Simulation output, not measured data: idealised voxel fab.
Module name: voxel wiring stack (process module)
Cross-section cut: width 260 nm, square cells of 5 nm.
Throughout this document, each cross-section is represented as a grid of square cells and is presented as a sequence of bands enumerated from the top downward, where a band comprises one or more rows of cells. Within each band entry, the heights of the top and of the bottom of the band appear first, in that order and in nm; the materials of the band then follow from left to right, each with its corresponding width in nm. The designation "all across" on a single material indicates that it fills the band from edge to edge; the designation "empty" indicates empty space. We count height from 0. Below that, the starting wafer is all one material. The lowest band never ends at the bottom but goes on down; see "from 0 down" for how that is written. A width such as "30..40" changes by the same amount from each row of cells to the next, from the band's top row to its bottom row. Where a step carries "nothing different", the cross-section came out of it unchanged, cell for cell. Entry "Closed voids list" = empty spaces >= 8 cells with no open way to the top; each as width x height at distance, distance from left edge, all nm. Text after the settings on a step's line: the simulator's own remark on that step. "overlay nm" on a masked step: distance the mask lay right of its planned place, negative for left.

Process steps - plan
| 1 | RECEIVE with material Si |
| 2 | CONFORMAL_DEP with material SiO2, thk nm 15 |
| 3 | DIRECTIONAL_DEP with material TiN, thk nm 5 |
| 4 | DIRECTIONAL_DEP with material W, thk nm 20 |
| 5 | PATTERN with tone cover, mask id METAL_1, material resist, width nm 20, pitch nm 45, thk nm 15, overlay nm 0 |
| 6 | DIRECTIONAL_ETCH with etch materials W, depth nm 20 |
| 7 | DIRECTIONAL_ETCH with etch materials TiN, depth nm 5 |
| 8 | STRIP with etch materials resist |
| 9 | FILL_DEP with material SiO2, thk nm 10 |
| 10 | CMP with height nm 40 |
| 11 | CONFORMAL_DEP with material SiCN, thk nm 5 |
| 12 | DIRECTIONAL_DEP with material lowk, thk nm 30 |
| 13 | DIRECTIONAL_DEP with material aC, thk nm 10 |
| 14 | PATTERN with tone open, mask id METAL_2_HOLES, material resist, width nm 15, pitch nm 90, thk nm 30, overlay nm 0 |
| 15 | DIRECTIONAL_ETCH with etch materials aC, depth nm 10 |
| 16 | STRIP with etch materials resist |
| 17 | DIRECTIONAL_ETCH with etch materials lowk, depth nm 30 |
| 18 | STRIP with etch materials aC |
| 19 | PATTERN with tone open, mask id METAL_2, material resist, width nm 20, pitch nm 45, thk nm 15, overlay nm 0 |
| 20 | DIRECTIONAL_ETCH with etch materials lowk, depth nm 20 |
| 21 | DIRECTIONAL_ETCH with etch materials SiCN, depth nm 5 |
| 22 | STRIP with etch materials resist |
| 23 | CONFORMAL_DEP with material TiN, thk nm 5 |
| 24 | FILL_DEP with material Ru, thk nm 5 |
| 25 | CMP with height nm 75 |
| 26 | CONFORMAL_DEP with material SiCN, thk nm 5 |
| 27 | DIRECTIONAL_DEP with material lowk, thk nm 10 |
| 28 | DIRECTIONAL_DEP with material aC, thk nm 15 |
| 29 | PATTERN with tone open, mask id PLUG_2, material resist, width nm 15, pitch nm 45, thk nm 30, overlay nm 0 |
| 30 | DIRECTIONAL_ETCH with etch materials aC, depth nm 15 |
| 31 | STRIP with etch materials resist |
| 32 | DIRECTIONAL_ETCH with etch materials lowk, depth nm 10 |
| 33 | DIRECTIONAL_ETCH with etch materials SiCN, depth nm 5 |
| 34 | STRIP with etch materials aC |
| 35 | CONFORMAL_DEP with material TiN, thk nm 5 |
| 36 | FILL_DEP with material Ru, thk nm 10 |
| 37 | CMP with height nm 90 |
| 38 | DIRECTIONAL_DEP with material TiN, thk nm 5 |
| 39 | DIRECTIONAL_DEP with material W, thk nm 15 |
| 40 | PATTERN with tone cover, mask id METAL_3, material resist, width nm 20, pitch nm 45, thk nm 15, overlay nm 0 |
| 41 | DIRECTIONAL_ETCH with etch materials W, depth nm 15 |
| 42 | DIRECTIONAL_ETCH with etch materials TiN, depth nm 5 |
| 43 | STRIP with etch materials resist |
| 44 | FILL_DEP with material lowk, thk nm 5 |
| 45 | CMP with height nm 110 |
| 46 | CONFORMAL_DEP with material SiN, thk nm 5 |
Keep in mind the plan's value for the thk nm of step 35 comes from the first wafer; the wafers don't share that setting, but they do share the same starting point.

The first of several wafers as received, shown in cross-section; this is its state after step 1
    from 0 down  Si all across
    Closed voids list: none

Below: a row per wafer. Contents at end of module: for every material, cells gained since receipt (+) or lost since receipt (-); then closed voids
thk nm 5 | +38 Ru | +86 SiCN | +52 SiN | +336 SiO2 | +112 TiN | +112 W | +460 lowk | Closed voids list: none
thk nm 10 | +30 Ru | +86 SiCN | +52 SiN | +336 SiO2 | +120 TiN | +112 W | +460 lowk | Closed voids list: none
thk nm 15 | +30 Ru | +86 SiCN | +52 SiN | +336 SiO2 | +120 TiN | +112 W | +460 lowk | Closed voids list: none
thk nm 20 | +30 Ru | +86 SiCN | +52 SiN | +336 SiO2 | +120 TiN | +112 W | +460 lowk | Closed voids list: none
